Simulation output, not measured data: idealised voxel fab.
voxel quadruple lines: a process module
The figure presents cross-section cut, which has a width of 205 nm and is divided into square cells with an edge length of 5 nm.
Each cross-section below is a grid of square cells, stated as bands in top-down order, with one or more rows of cells making up each band. A band entry consists of two parts. The first gives the height of the band's top and the height of its bottom, in nm. The rest lists the band's materials from left to right, each with its width in nm. A single material labelled with the word "full width" fills the band from edge to edge, and the word "empty" marks empty space. Counting heights begins at 0, where everything beneath is, in the wafer as received, one material. The lowest band has no bottom; it goes on downwards, as "0 down" shows. When a width is written as two numbers, as in "30..40", the first number is the width in the top row of cells of the band and the second is the width in its bottom row, and the width changes by the same amount from each row to the next. The designation "nothing different", where it is given for a processing step, indicates that no cell of the cross-section was altered in the course of that step. Closed-off voids of 8+ cells (no open route to the top) go in "Sealed internal voids", written width x height at distance from the left edge, in nm. The remark found on a step's line after its settings is issued by the simulator itself and pertains to that step. "overlay nm" answers the question of how far to the right of plan the mask lay on a step that has a mask, and when it is negative the answer is to the left.
Below is the list of planned process steps:
| 1 | op RECEIVE | material Si |
| 2 | op CONFORMAL_DEP | material SiO2 | thk nm 5 |
| 3 | op DIRECTIONAL_DEP | material Ru | thk nm 15 |
| 4 | op DIRECTIONAL_DEP | material polySi | thk nm 15 |
| 5 | op DIRECTIONAL_DEP | material aC | thk nm 20 |
| 6 | op PATTERN | tone cover | mask id MANDREL | material resist | width nm 20 | pitch nm 60 | thk nm 25 | overlay nm 0 |
| 7 | op DIRECTIONAL_ETCH | etch materials aC | depth nm 20 |
| 8 | op STRIP | etch materials resist |
| 9 | op CONFORMAL_DEP | material SiO2 | thk nm 10 |
| 10 | op DIRECTIONAL_ETCH | etch materials SiO2 | depth nm 10 |
| 11 | op STRIP | etch materials aC |
| 12 | op DIRECTIONAL_ETCH | etch materials polySi | depth nm 15 |
| 13 | op STRIP | etch materials SiO2 |
| 14 | op CONFORMAL_DEP | material SiN | thk nm 5 |
| 15 | op DIRECTIONAL_ETCH | etch materials SiN | depth nm 5 |
| 16 | op STRIP | etch materials polySi |
| 17 | op DIRECTIONAL_ETCH | etch materials Ru | depth nm 15 |
| 18 | op STRIP | etch materials SiN |
Every wafer here starts from the same state; it is the step 15 depth nm that distinguishes them, and the value the plan gives belongs to the first wafer.
first wafer as received, after step 1:
* 0 down | Si full width
* Sealed internal voids: none
First of several wafers, sectioned at end of module (last step: step 18):
* 20 to 5 | empty=45, then Ru=5, then empty=10, then Ru=5, then empty=10, then Ru=5, then empty=10, then Ru=5, then empty=10, then Ru=5, then empty=10, then Ru=5, then empty=10, then Ru=5, then empty=10, then Ru=5, then empty=50
* 5 to 0 | SiO2 full width
* 0 down | Si full width
* Sealed internal voids: none
Here we cross-sectioned the last of the wafers once the module was done:
* 5 to 0 | SiO2 full width
* 0 down | Si full width
* Sealed internal voids: none
Row per wafer, end-of-module: cell gain (+)/loss (-) by material since the wafer came in, then closed voids:
depth nm 5; +24 Ru; +41 SiO2; Sealed internal voids: none
depth nm 10; +24 Ru; +41 SiO2; Sealed internal voids: none
depth nm 15; +24 Ru; +41 SiO2; Sealed internal voids: none
depth nm 20; +41 SiO2; Sealed internal voids: none
